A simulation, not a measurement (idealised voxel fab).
Process module heading - voxel self aligned vias
We display cut, a cross-section 220 nm in width whose square cells are each 5 nm.
Square cells in a grid make up a cross-section in this document, and the grid is given as bands, listed from the top down, each one or more rows of cells.
Read a band's entry like this: the first values are the height of its top and the height of its bottom in nm, and what follows is the sequence of materials from left to right, each with its width in nm. Note that "empty" is empty space, and that a single material marked "everywhere" reaches across the band from edge to edge.
It should be noted that heights are counted from 0, beneath which the wafer as supplied is of one material throughout, and that the lowest band possesses no lower boundary but continues downward, as written in "from 0 down".
Graded width ("30 to 40"): value in top row of band = first number; value in bottom row = second number; row-to-row change constant.
Key: "remained the same" - step with no changed cell in the cross-section.
The entry "Enclosed void list" lists the empty spaces that cover at least 8 cells and have no open path to the top. Each is written as width x height at distance, where the distance is measured from the left edge and all three values are in nm.
Post-settings text on a step line: simulator's own remark regarding the step.
A step line may carry the setting "overlay nm", which, for steps involving a mask, states the distance by which the mask lay to the right of its intended position; negative values denote displacement to the left.
## Listed below are the process steps as planned
1: RECEIVE | material Si
2: CONFORMAL_DEP | material SiO2 | thk nm 10
3: CONFORMAL_DEP | material SiCN | thk nm 5
4: DIRECTIONAL_DEP | material SiO2 | thk nm 25
5: MASKED_ETCH | tone open | mask id LINES | width nm 30 | pitch nm 60 | etch materials SiO2 | depth nm 25 | overlay nm 0
6: CONFORMAL_DEP | material TiN | thk nm 5
7: FILL_DEP | material W | thk nm 10
8: CMP | height nm 40
9: SELECTIVE_ETCH | etch materials W Ru TiN | depth nm 10
10: FILL_DEP | material SiN | thk nm 5
11: CMP | height nm 40
12: DIRECTIONAL_DEP | material SiO2 | thk nm 20
13: DIRECTIONAL_DEP | material aC | thk nm 15
14: PATTERN | tone open | mask id VIAS | material resist | width nm 40 | pitch nm 120 | thk nm 30 | overlay nm 0
15: DIRECTIONAL_ETCH | etch materials aC | depth nm 15
16: STRIP | etch materials resist
17: DIRECTIONAL_ETCH | etch materials SiO2 | depth nm 20
18: DIRECTIONAL_ETCH | etch materials SiN | depth nm 10
19: STRIP | etch materials aC
20: CONFORMAL_DEP | material TiN | thk nm 5
21: FILL_DEP | material Cu | thk nm 5
22: CMP | height nm 60
23: CONFORMAL_DEP | material SiN | thk nm 5
## as received, after step 1
  from 0 down = Si everywhere
  Enclosed void list: none
## End state of the module in cross-section, given the above starting point and plan and one mistake in execution
  from 65 to 60 = SiN everywhere
  from 60 to 40 = 30 of SiO2, then 5 of TiN, then 30 of Cu, then 5 of TiN, then 80 of SiO2, then 5 of TiN, then 30 of Cu, then 5 of TiN, then 30 of SiO2
  from 40 to 35 = 30 of SiN, then 10 of TiN, then 20 of Cu, then 10 of TiN, then 80 of SiN, then 10 of TiN, then 20 of Cu, then 10 of TiN, then 30 of SiN
  from 35 to 30 = 35 of SiO2, then 30 of TiN, then 30 of SiO2, then 30 of SiN, then 30 of SiO2, then 30 of TiN, then 35 of SiO2
  from 30 to 15 = 35 of SiO2, then 5 of TiN, then 20 of W, then 5 of TiN, then 30 of SiO2, then 5 of TiN, then 20 of W, then 5 of TiN, then 30 of SiO2, then 5 of TiN, then 20 of W, then 5 of TiN, then 35 of SiO2
  from 15 to 10 = 35 of SiO2, then 30 of TiN, then 30 of SiO2, then 30 of TiN, then 30 of SiO2, then 30 of TiN, then 35 of SiO2
  from 10 to 0 = SiO2 everywhere
  from 0 down = Si everywhere
  Enclosed void list: none
Processing error: step 3 of the plan got skipped, so it never ran
